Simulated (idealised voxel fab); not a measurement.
Module name: voxel wiring stack (process module)
Xsec cut, 165 nm wide, square cell size 5 nm.
How to read a cross-section here: the picture is a grid of square cells, written as bands going from the top down, and any band can span one or more rows of cells. Read a band's entry like this: the first values are the height of its top and the height of its bottom in nm, and what follows is the sequence of materials from left to right, each with its width in nm. Note that "air" is empty space, and that a single material marked "everywhere" reaches across the band from edge to edge. Note: height 0 marks the level under which the wafer is uniformly one material as received. Lowest band unbounded below, written "from 0 down". The width entry "30..40" should be interpreted row by row: the top row of cells in the band takes the first number, the bottom row takes the second number, and the change between adjacent rows is uniform throughout. Key: "remained unchanged" - step with no changed cell in the cross-section. If an empty space has no open way to the top and is at least 8 cells in size, "Enclosed cavity list" lists it, written width x height at distance, where distance is measured from the left edge and every value is in nm. On a step's line, text after the settings is the simulator commenting on that step. overlay nm: mask right of planned place by this much (step with mask). Neg. = left.
## Intended process steps
1,RECEIVE | material Si
2,CONFORMAL_DEP | material SiO2 | thk nm 10
3,CONFORMAL_DEP | material SiCN | thk nm 5
4,DIRECTIONAL_DEP | material lowk | thk nm 25
5,PATTERN | tone open | mask id METAL_1 | material resist | width nm 20 | pitch nm 45 | thk nm 20 | overlay nm 0
6,DIRECTIONAL_ETCH | etch materials lowk | depth nm 25
7,DIRECTIONAL_ETCH | etch materials SiCN | depth nm 5
8,STRIP | etch materials resist
9,CONFORMAL_DEP | material TiN | thk nm 5
10,FILL_DEP | material Ru | thk nm 5
11,CMP | height nm 40
12,EPI | material Ru | thk nm 5
13,FILL_DEP | material SiCN | thk nm 5
14,DIRECTIONAL_DEP | material SiO2 | thk nm 35
15,MASKED_ETCH | tone open | mask id METAL_2_HOLES | width nm 15 | pitch nm 45 | etch materials SiO2 | depth nm 35 | overlay nm 0
16,MASKED_ETCH | tone open | mask id METAL_2 | width nm 20 | pitch nm 45 | etch materials SiO2 | depth nm 20 | overlay nm 0
17,MASKED_ETCH | tone open | mask id METAL_2 | width nm 20 | pitch nm 45 | etch materials SiCN | depth nm 5 | overlay nm 0
18,CONFORMAL_DEP | material TiN | thk nm 5
19,FILL_DEP | material Cu | thk nm 10
20,CMP | height nm 85
21,CONFORMAL_DEP | material SiN | thk nm 5
## as received, after step 1
- from 0 down  Si everywhere
- Enclosed cavity list: none
## first wafer at the end, as planned
- from 90 to 85  SiN everywhere
- from 85 to 70  50 SiO2  5 TiN  10 Cu  5 TiN  25 SiO2  5 TiN  10 Cu  5 TiN  50 SiO2
- from 70 to 65  50 SiO2  5 TiN  5 Cu  10 TiN  25 SiO2  5 TiN  5 Cu  10 TiN  50 SiO2
- from 65 to 50  50 SiO2  5 TiN  5 Cu  5 TiN  30 SiO2  5 TiN  5 Cu  5 TiN  55 SiO2
- from 50 to 45  50 SiCN  15 TiN  30 SiCN  15 TiN  55 SiCN
- from 45 to 40  45 SiCN  30 Ru  15 SiCN  30 Ru  45 SiCN
- from 40 to 15  50 lowk  5 TiN  10 Ru  5 TiN  25 lowk  5 TiN  10 Ru  5 TiN  50 lowk
- from 15 to 10  50 SiCN  20 TiN  25 SiCN  20 TiN  50 SiCN
- from 10 to 0  SiO2 everywhere
- from 0 down  Si everywhere
- Enclosed cavity list: none
## Here is the second of the two wafers cut open at the end of the module - same start, same plan as the first one, but we made one mistake running it
- from 90 to 85  SiN everywhere
- from 85 to 70  50 SiO2  5 TiN  5 Cu  5 TiN  30 SiO2  5 TiN  5 Cu  5 TiN  55 SiO2
- from 70 to 65  50 SiO2  15 TiN  30 SiO2  15 TiN  55 SiO2
- from 65 to 50  SiO2 everywhere
- from 50 to 45  SiCN everywhere
- from 45 to 40  45 SiCN  30 Ru  15 SiCN  30 Ru  45 SiCN
- from 40 to 15  50 lowk  5 TiN  10 Ru  5 TiN  25 lowk  5 TiN  10 Ru  5 TiN  50 lowk
- from 15 to 10  50 SiCN  20 TiN  25 SiCN  20 TiN  50 SiCN
- from 10 to 0  SiO2 everywhere
- from 0 down  Si everywhere
- Enclosed cavity list: none
What was done differently from what was planned? heads up, step 14 of the plan got done twice
Final cells, second wafer relative to first, materials higher or lower: Cu: 14 fewer | SiCN: 6 more | SiO2: 26 more | TiN: 18 fewer
